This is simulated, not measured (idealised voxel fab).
This is a process module. Its name is voxel released beams.
This is section cut - it's 210 nm across, gridded in 5 nm square cells.
Cross-section spec: square-cell grid; bands listed top down; each band is one or more rows.
Band: top height; bottom height; in nm. Then, left to right: material with width in nm, for each material. "edge to edge": a single material spanning edge to edge. "air": empty space.
Height reference: 0 = level under which incoming wafer is all one material. Lowest band: no bottom, runs on downward, e.g. "0 nm and below".
The two numbers in a width such as "30 to 40" mark its ends across the band: the first belongs to the top row of cells, the second to the bottom row, and from each row to the next the width moves by the same amount.
No cell of the cross-section changed in a step that is given as "same as before".
Empty spaces counting at least 8 cells and having no open way to the top are listed in "Cavities, closed". The notation width x height at distance is used for each, the distance being from the left edge and all three values in nm.
Note: text after step settings on the step line = simulator remark on that step.
The setting "overlay nm" may be written on the line of a step. When the step uses a mask, the value reports how far to the right of the planned place the mask lay, and a negative value reports that it lay to the left.
Set out below are the planned steps of the process:
1. RECEIVE, material Si
2. CONFORMAL_DEP, material Al2O3, thk nm 10
3. DIRECTIONAL_DEP, material SiO2, thk nm 15
4. MASKED_ETCH, tone open, mask id ANCHOR, width nm 40, etch materials SiO2, depth nm 15, overlay nm 0
5. CONFORMAL_DEP, material SiN, thk nm 15
6. MASKED_ETCH, tone cover, mask id BEAM, width nm 125, etch materials SiN, depth nm 15, overlay nm -15
7. STRIP, etch materials SiO2
Quick note for whoever runs this: the wafers start identical, but the overlay nm at step 6 isn't the same across them. The plan just shows what the first wafer had.
Incoming state of the first of several wafers in cross-section: after step 1:
	0 nm and below | Si edge to edge
	Cavities, closed: none
First of several wafers: cross-section at the end of the module, after step 7, its last step:
	40 nm to 25 nm | air=25, then SiN=35, then air=10, then SiN=80, then air=60
	25 nm to 10 nm | air=45, then SiN=40, then air=125
	10 nm to 0 nm | Al2O3 edge to edge
	0 nm and below | Si edge to edge
	Cavities, closed: none
A cross-section through the last wafer at the close of the module:
	40 nm to 25 nm | air=55, then SiN=5, then air=10, then SiN=110, then air=30
	25 nm to 10 nm | air=45, then SiN=40, then air=125
	10 nm to 0 nm | Al2O3 edge to edge
	0 nm and below | Si edge to edge
	Cavities, closed: none
For your reference, the table is organized with a row per wafer; each row reflects the wafer at the end of the module, indicating for each material the cells gained (+) or lost (-) since receipt, and thereafter its closed voids:
overlay nm -15; +84 Al2O3; +93 SiN; Cavities, closed: none
overlay nm -10; +84 Al2O3; +93 SiN; Cavities, closed: none
overlay nm -5; +84 Al2O3; +93 SiN; Cavities, closed: none
overlay nm 0; +84 Al2O3; +93 SiN; Cavities, closed: none
overlay nm 5; +84 Al2O3; +93 SiN; Cavities, closed: none
overlay nm 10; +84 Al2O3; +93 SiN; Cavities, closed: none
overlay nm 15; +84 Al2O3; +93 SiN; Cavities, closed: none
